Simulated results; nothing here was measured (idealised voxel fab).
The process module that follows is named voxel transistor to metal.
The figure presents cross-section cut, which has a width of 215 nm and is divided into square cells with an edge length of 5 nm.
This document writes a cross-section as a grid whose cells are square, and gives it as bands, listed from the top down; one or more rows of cells form a band. Band: top height; bottom height; in nm. Then, left to right: material with width in nm, for each material. "all across": a single material spanning edge to edge. "blank": empty space. Heads up on the height convention: 0 is the point under which the incoming wafer is all one material, and the lowest band has no bottom, it just keeps going down, like "z 0 and below". You'd read "30 to 40" like this: the band's top row of cells is as wide as the first number, its bottom row is as wide as the second, and going down, every row changes width by the same amount as the row before did. Reading "nothing changed" for a step: not a cell of the cross-section changed in it. The entry titled "Listed closed voids" provides the empty spaces that have no open way to the top, restricted to those of 8 cells or more. Each is presented as width x height at distance, the distance being measured from the left edge, with all three in nm. Whatever follows a step's settings on its line is a remark the simulator itself makes about that step. overlay nm: how far to the right of its planned place the mask lay on this masked step (negative: to the left).

This section lists the process steps that were planned
| 1 | RECEIVE with material Si |
| 2 | CONFORMAL_DEP with material SiO2, thk nm 5 |
| 3 | CONFORMAL_DEP with material SiN, thk nm 10 |
| 4 | DIRECTIONAL_DEP with material aC, thk nm 15 |
| 5 | PATTERN with tone cover, mask id ACTIVE, material resist, width nm 115, thk nm 30, overlay nm 0 |
| 6 | DIRECTIONAL_ETCH with etch materials aC, depth nm 15 |
| 7 | STRIP with etch materials resist |
| 8 | DIRECTIONAL_ETCH with etch materials SiN, depth nm 10 |
| 9 | DIRECTIONAL_ETCH with etch materials SiO2, depth nm 5 |
| 10 | DIRECTIONAL_ETCH with etch materials Si, depth nm 30 |
| 11 | STRIP with etch materials aC |
| 12 | FILL_DEP with material SiO2, thk nm 10 |
| 13 | CMP with height nm 15 |
| 14 | SELECTIVE_ETCH with etch materials SiO2, depth nm 5 |
| 15 | STRIP with etch materials SiN |
| 16 | SELECTIVE_ETCH with etch materials SiO2, depth nm 5 |
| 17 | OXIDIZE with depth nm 5 |
| 18 | DIRECTIONAL_DEP with material polySi, thk nm 30 |
| 19 | DIRECTIONAL_DEP with material SiCN, thk nm 15 |
| 20 | MASKED_ETCH with tone cover, mask id GATE, width nm 35, etch materials SiCN, depth nm 25, overlay nm 0 |
| 21 | MASKED_ETCH with tone cover, mask id GATE, width nm 35, etch materials polySi, depth nm 40, overlay nm 0 |
| 22 | CONFORMAL_DEP with material SiO2, thk nm 5 |
| 23 | DIRECTIONAL_ETCH with etch materials SiO2, depth nm 5 |
| 24 | CONFORMAL_DEP with material SiN, thk nm 5 |
| 25 | DIRECTIONAL_ETCH with etch materials SiN, depth nm 5 |
| 26 | DIRECTIONAL_ETCH with etch materials SiO2, depth nm 5 |
| 27 | DIRECTIONAL_ETCH with etch materials Si, depth nm 15 |
| 28 | EPI with material pSi, thk nm 20 |
| 29 | FILL_DEP with material SiO2, thk nm 5 |
| 30 | CMP with height nm 30 |
| 31 | STRIP with etch materials polySi |
| 32 | SELECTIVE_ETCH with etch materials SiO2, depth nm 5 |
| 33 | CONFORMAL_DEP with material HfO2, thk nm 5 |
| 34 | CONFORMAL_DEP with material TiN, thk nm 5 |
| 35 | FILL_DEP with material W, thk nm 5 |
| 36 | CMP with height nm 25 |
| 37 | DIRECTIONAL_DEP with material SiO2, thk nm 10 |
| 38 | MASKED_ETCH with tone open, mask id CONTACT, width nm 20, pitch nm 85, etch materials SiO2, depth nm 20, overlay nm 0 |
| 39 | CONFORMAL_DEP with material TiN, thk nm 5 |
| 40 | FILL_DEP with material W, thk nm 5 |
| 41 | CMP with height nm 35 |
| 42 | DIRECTIONAL_DEP with material TiN, thk nm 5 |
| 43 | DIRECTIONAL_DEP with material W, thk nm 15 |
| 44 | MASKED_ETCH with tone cover, mask id METAL_1, width nm 20, pitch nm 85, etch materials W, depth nm 15, overlay nm 0 |
| 45 | MASKED_ETCH with tone cover, mask id METAL_1, width nm 20, pitch nm 85, etch materials TiN, depth nm 5, overlay nm 0 |
| 46 | FILL_DEP with material SiO2, thk nm 5 |
| 47 | CMP with height nm 55 |
| 48 | CONFORMAL_DEP with material SiN, thk nm 5 |

Incoming wafer in cross-section (state: after step 1)
* z 0 and below = Si all across
* Listed closed voids: none

First of two wafers: cross-section at end of module, run per plan
* z 60 to 55 = SiN all across
* z 55 to 40 = 55 nm SiO2, 20 nm W, 65 nm SiO2, 20 nm W, 55 nm SiO2
* z 40 to 35 = 55 nm SiO2, 20 nm TiN, 65 nm SiO2, 20 nm TiN, 55 nm SiO2
* z 35 to 25 = 55 nm SiO2, 5 nm TiN, 10 nm W, 5 nm TiN, 65 nm SiO2, 5 nm TiN, 10 nm W, 5 nm TiN, 55 nm SiO2
* z 25 to 20 = 55 nm SiO2, 5 nm TiN, 10 nm W, 5 nm TiN, 5 nm SiO2, 5 nm SiN, 5 nm HfO2, 5 nm TiN, 25 nm W, 5 nm TiN, 5 nm HfO2, 5 nm SiN, 5 nm SiO2, 5 nm TiN, 10 nm W, 5 nm TiN, 55 nm SiO2
* z 20 to 15 = 55 nm SiO2, 20 nm TiN, 5 nm SiO2, 5 nm SiN, 5 nm HfO2, 5 nm TiN, 25 nm W, 5 nm TiN, 5 nm HfO2, 5 nm SiN, 5 nm SiO2, 20 nm TiN, 55 nm SiO2
* z 15 to 5 = 45 nm SiO2, 35 nm pSi, 5 nm SiN, 5 nm HfO2, 5 nm TiN, 25 nm W, 5 nm TiN, 5 nm HfO2, 5 nm SiN, 35 nm pSi, 45 nm SiO2
* z 5 to 0 = 45 nm SiO2, 5 nm pSi, 5 nm SiN, 25 nm pSi, 5 nm SiN, 5 nm HfO2, 35 nm TiN, 5 nm HfO2, 5 nm SiN, 25 nm pSi, 5 nm SiN, 5 nm pSi, 45 nm SiO2
* z 0 to -5 = 55 nm SiO2, 25 nm pSi, 5 nm SiO2, 45 nm HfO2, 5 nm SiO2, 25 nm pSi, 55 nm SiO2
* z -5 to -20 = 50 nm SiO2, 5 nm Si, 25 nm pSi, 55 nm Si, 25 nm pSi, 5 nm Si, 50 nm SiO2
* z -20 to -30 = 50 nm SiO2, 115 nm Si, 50 nm SiO2
* z -30 and below = Si all across
* Listed closed voids: none

Presented here is a cross-section of the second of the two wafers as it stood at the end of the module. It was started in the same manner and assigned the same plan as the first wafer; however, one mistake was made in its execution
* z 60 to 55 = SiN all across
* z 55 to 40 = 55 nm SiO2, 20 nm W, 65 nm SiO2, 20 nm W, 55 nm SiO2
* z 40 to 35 = 55 nm SiO2, 20 nm TiN, 65 nm SiO2, 20 nm TiN, 55 nm SiO2
* z 35 to 30 = 55 nm SiO2, 5 nm TiN, 10 nm W, 5 nm TiN, 65 nm SiO2, 5 nm TiN, 10 nm W, 5 nm TiN, 55 nm SiO2
* z 30 to 25 = 55 nm SiO2, 20 nm TiN, 65 nm SiO2, 20 nm TiN, 55 nm SiO2
* z 25 to 15 = 35 nm W, 40 to 5 nm TiN, 5 to 40 nm HfO2, 5 nm SiN, 5 nm HfO2, 5 nm TiN, 25 nm W, 5 nm TiN, 5 nm HfO2, 5 nm SiN, 5 to 40 nm HfO2, 40 to 5 nm TiN, 35 nm W
* z 15 to 5 = 35 nm W, 5 nm TiN, 5 nm HfO2, 35 nm pSi, 5 nm SiN, 5 nm HfO2, 5 nm TiN, 25 nm W, 5 nm TiN, 5 nm HfO2, 5 nm SiN, 35 nm pSi, 5 nm HfO2, 5 nm TiN, 35 nm W
* z 5 to 0 = 35 nm W, 5 nm TiN, 5 nm HfO2, 5 nm pSi, 5 nm SiN, 25 nm pSi, 5 nm SiN, 5 nm HfO2, 35 nm TiN, 5 nm HfO2, 5 nm SiN, 25 nm pSi, 5 nm SiN, 5 nm pSi, 5 nm HfO2, 5 nm TiN, 35 nm W
* z 0 to -5 = 35 nm W, 5 nm TiN, 15 nm HfO2, 25 nm pSi, 55 nm HfO2, 25 nm pSi, 15 nm HfO2, 5 nm TiN, 35 nm W
* z -5 to -10 = 35 nm W, 10 nm TiN, 5 nm HfO2, 5 nm Si, 25 nm pSi, 55 nm Si, 25 nm pSi, 5 nm Si, 5 nm HfO2, 10 nm TiN, 35 nm W
* z -10 to -20 = 40 nm W, 5 nm TiN, 5 nm HfO2, 5 nm Si, 25 nm pSi, 55 nm Si, 25 nm pSi, 5 nm Si, 5 nm HfO2, 5 nm TiN, 40 nm W
* z -20 to -25 = 45 nm TiN, 5 nm HfO2, 115 nm Si, 5 nm HfO2, 45 nm TiN
* z -25 to -30 = 50 nm HfO2, 115 nm Si, 50 nm HfO2
* z -30 and below = Si all across
* Listed closed voids: none
What broke from the plan during processing? off-plan run, step 31, actual operation and settings STRIP with etch materials SiO2
At the finish, the second wafer shows more or fewer cells for some materials than the first does: HfO2: 60 more | SiO2: 226 fewer | TiN: 44 more | W: 122 more
